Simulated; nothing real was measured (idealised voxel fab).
Process module heading - voxel released beams
Cross-section cut: width 160 nm, square cells of 5 nm.
Heads up, the way a cross-section reads in here is a grid of square cells, handed over as bands from the top down, with every band being one or more rows of cells. Each band's line starts with the height of the band's top and of its bottom, in nm. Then come its materials from left to right, each with its width in nm. One material with "full width" fills the band from edge to edge. "empty" is empty space. Height is counted from the level 0, under which the received wafer is composed throughout of one material. The lowest of the bands is not closed at the bottom but continues downward, in the notation "z 0 and below". A width given as "30 to 40" starts at the first number in the band's top row and ends at the second number in its bottom row, shifting by an equal amount at every step from row to row. "no alterations made" for a step: no cell of the cross-section changed in that step. In "Unvented internal voids" the enclosed voids are listed, meaning empty spaces of 8 cells or larger without any opening to the top. The form is width x height at distance, distance from the left edge, units nm. Heads up: the bit after the settings on a step's line is the simulator's remark on that step. "overlay nm" denotes, for a step that has a mask, the displacement of the mask to the right of its planned place, with negative values corresponding to the left.
These are the steps we planned for the process:
| 1 | op RECEIVE | material Si |
| 2 | op CONFORMAL_DEP | material SiN | thk nm 5 |
| 3 | op DIRECTIONAL_DEP | material SiO2 | thk nm 20 |
| 4 | op MASKED_ETCH | tone open | mask id ANCHOR | width nm 45 | etch materials SiO2 | depth nm 20 | overlay nm 0 |
| 5 | op CONFORMAL_DEP | material polySi | thk nm 15 |
| 6 | op MASKED_ETCH | tone cover | mask id BEAM | width nm 115 | etch materials polySi | depth nm 15 | overlay nm 0 |
| 7 | op STRIP | etch materials SiO2 |
The following pertains to the first of two wafers, which was processed as planned:
Cross-section of the wafer upon arrival, representing the state reached after step 1:
z 0 and below | Si full width
Unvented internal voids: none
Cross-section of the wafer after step 2:
z 5 to 0 | SiN full width
below 0: unchanged
Cross-section of the wafer after step 3:
z 25 to 5 | SiO2 full width
below 5: unchanged
Cross-section of the wafer after step 4:
z 25 to 5 | SiO2 (25) | empty (45) | SiO2 (90)
below 5: unchanged
Cross-section of the wafer after step 5:
z 40 to 25 | polySi (40) | empty (15) | polySi (105)
z 25 to 20 | SiO2 (25) | polySi (15) | empty (15) | polySi (15) | SiO2 (90)
z 20 to 5 | SiO2 (25) | polySi (45) | SiO2 (90)
below 5: unchanged
Cross-section of the wafer after step 6:
z 40 to 25 | empty (20) | polySi (20) | empty (15) | polySi (80) | empty (25)
below 25: unchanged
Cross-section of the wafer after step 7:
z 40 to 25 | empty (20) | polySi (20) | empty (15) | polySi (80) | empty (25)
z 25 to 20 | empty (25) | polySi (15) | empty (15) | polySi (15) | empty (90)
z 20 to 5 | empty (25) | polySi (45) | empty (90)
below 5: unchanged
Second wafer. Start and plan as for the first. One mistake made in running. Agrees with the first up to and including step 5:
Second wafer, cut view, end of step 6 per plan:
z 40 to 25 | empty (25) | polySi (15) | empty (15) | polySi (80) | empty (25)
below 25: unchanged
Second wafer, cut view, end of step 7 per plan:
z 40 to 25 | empty (25) | polySi (15) | empty (15) | polySi (80) | empty (25)
z 25 to 20 | empty (25) | polySi (15) | empty (15) | polySi (15) | empty (90)
z 20 to 5 | empty (25) | polySi (45) | empty (90)
below 5: unchanged
Heads up, the wafer didn't run the way we planned it: step 6 deviated from plan and actually ran as op MASKED_ETCH | tone cover | mask id BEAM | width nm 110 | etch materials polySi | depth nm 15 | overlay nm 0
Final cells, second wafer relative to first, materials higher or lower: polySi -3
